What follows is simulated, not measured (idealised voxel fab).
voxel self aligned vias: a process module
The figure presents cross-section cut, which has a width of 200 nm and is divided into square cells with an edge length of 5 nm.
Cross-sections here: square-cell grids, written as top-down lists of bands, a band being one or more rows of cells.
Band: top and bottom heights (nm) first, top before bottom; then materials from left to right, widths in nm. "edge to edge" marks a sole material filling the band edge to edge. "air" denotes empty space.
Heights from 0 (as-received wafer is one material below). Bottom band endless downward, as "0 nm and below".
The notation "30..40" denotes a width that varies across the rows of cells in the band, beginning at the first number in the top row, finishing at the second number in the bottom row, and changing by an identical amount from each row to the next.
"no modification" after a step means that no cell of the cross-section changed.
Any empty space of 8 cells or more lacking an open way to the top shows up in "Closed cavities" as width x height at distance, distance from the left edge, in nm.
Whatever follows a step's settings on its line is a remark the simulator itself makes about that step.
The setting "overlay nm" may be written on the line of a step. When the step uses a mask, the value reports how far to the right of the planned place the mask lay, and a negative value reports that it lay to the left.

The process steps that were planned are listed below
1: RECEIVE [material Si]
2: CONFORMAL_DEP [material SiO2] [thk nm 15]
3: CONFORMAL_DEP [material SiCN] [thk nm 5]
4: DIRECTIONAL_DEP [material lowk] [thk nm 20]
5: PATTERN [tone open] [mask id LINES] [material resist] [width nm 20] [pitch nm 45] [thk nm 20] [overlay nm 0]
6: DIRECTIONAL_ETCH [etch materials lowk] [depth nm 20]
7: STRIP [etch materials resist]
8: CONFORMAL_DEP [material TiN] [thk nm 5]
9: FILL_DEP [material Ru] [thk nm 10]
10: CMP [height nm 40]
11: SELECTIVE_ETCH [etch materials W Ru TiN] [depth nm 10]
12: FILL_DEP [material SiN] [thk nm 10]
13: CMP [height nm 40]
14: DIRECTIONAL_DEP [material lowk] [thk nm 15]
15: MASKED_ETCH [tone open] [mask id VIAS] [width nm 30] [pitch nm 90] [etch materials lowk] [depth nm 15] [overlay nm 0]
16: MASKED_ETCH [tone open] [mask id VIAS] [width nm 30] [pitch nm 90] [etch materials SiN] [depth nm 5] [overlay nm 0]
17: CONFORMAL_DEP [material TiN] [thk nm 5]
18: FILL_DEP [material Ru] [thk nm 5]
19: CMP [height nm 55]
20: CONFORMAL_DEP [material SiN] [thk nm 5]
The depth nm used in step 16 is not the same on every wafer, whereas the starting condition is; the value printed in the plan is the first wafer's.

The as-received cross-section of the first of several wafers corresponds to the state after step 1
    0 nm and below = Si edge to edge
    Closed cavities: none

End-of-module cross-section, first of several wafers, after last step 20
    60 nm to 55 nm = SiN edge to edge
    55 nm to 45 nm = 40 nm lowk | 5 nm TiN | 20 nm Ru | 5 nm TiN | 60 nm lowk | 5 nm TiN | 20 nm Ru | 5 nm TiN | 40 nm lowk
    45 nm to 40 nm = 40 nm lowk | 10 nm TiN | 10 nm Ru | 10 nm TiN | 60 nm lowk | 10 nm TiN | 10 nm Ru | 10 nm TiN | 40 nm lowk
    40 nm to 35 nm = 45 nm lowk | 20 nm TiN | 25 nm lowk | 20 nm SiN | 25 nm lowk | 20 nm TiN | 45 nm lowk
    35 nm to 30 nm = 45 nm lowk | 20 nm SiN | 25 nm lowk | 20 nm SiN | 25 nm lowk | 20 nm SiN | 45 nm lowk
    30 nm to 25 nm = 45 nm lowk | 5 nm TiN | 10 nm Ru | 5 nm TiN | 25 nm lowk | 5 nm TiN | 10 nm Ru | 5 nm TiN | 25 nm lowk | 5 nm TiN | 10 nm Ru | 5 nm TiN | 45 nm lowk
    25 nm to 20 nm = 45 nm lowk | 20 nm TiN | 25 nm lowk | 20 nm TiN | 25 nm lowk | 20 nm TiN | 45 nm lowk
    20 nm to 15 nm = SiCN edge to edge
    15 nm to 0 nm = SiO2 edge to edge
    0 nm and below = Si edge to edge
    Closed cavities: none

A cross-section through the last wafer at the close of the module
    60 nm to 55 nm = SiN edge to edge
    55 nm to 45 nm = 40 nm lowk | 5 nm TiN | 20 nm Ru | 5 nm TiN | 60 nm lowk | 5 nm TiN | 20 nm Ru | 5 nm TiN | 40 nm lowk
    45 nm to 40 nm = 40 nm lowk | 10 nm TiN | 10 nm Ru | 10 nm TiN | 60 nm lowk | 10 nm TiN | 10 nm Ru | 10 nm TiN | 40 nm lowk
    40 nm to 35 nm = 45 nm lowk | 5 nm TiN | 10 nm Ru | 5 nm TiN | 25 nm lowk | 20 nm SiN | 25 nm lowk | 5 nm TiN | 10 nm Ru | 5 nm TiN | 45 nm lowk
    35 nm to 30 nm = 45 nm lowk | 20 nm TiN | 25 nm lowk | 20 nm SiN | 25 nm lowk | 20 nm TiN | 45 nm lowk
    30 nm to 25 nm = 45 nm lowk | 5 nm TiN | 10 nm Ru | 5 nm TiN | 25 nm lowk | 5 nm TiN | 10 nm Ru | 5 nm TiN | 25 nm lowk | 5 nm TiN | 10 nm Ru | 5 nm TiN | 45 nm lowk
    25 nm to 20 nm = 45 nm lowk | 20 nm TiN | 25 nm lowk | 20 nm TiN | 25 nm lowk | 20 nm TiN | 45 nm lowk
    20 nm to 15 nm = SiCN edge to edge
    15 nm to 0 nm = SiO2 edge to edge
    0 nm and below = Si edge to edge
    Closed cavities: none

The rows of the table below are wafers. Looking at the end of the module, a row counts, for every material, the cells the wafer has gained, shown as (+), or lost, shown as (-), since it was received; its closed voids come next
depth nm 5; +26 Ru; +40 SiCN; +56 SiN; +120 SiO2; +42 TiN; +196 lowk; Closed cavities: none
depth nm 10; +30 Ru; +40 SiCN; +48 SiN; +120 SiO2; +46 TiN; +196 lowk; Closed cavities: none
depth nm 15; +30 Ru; +40 SiCN; +48 SiN; +120 SiO2; +46 TiN; +196 lowk; Closed cavities: none
depth nm 20; +30 Ru; +40 SiCN; +48 SiN; +120 SiO2; +46 TiN; +196 lowk; Closed cavities: none
depth nm 25; +30 Ru; +40 SiCN; +48 SiN; +120 SiO2; +46 TiN; +196 lowk; Closed cavities: none
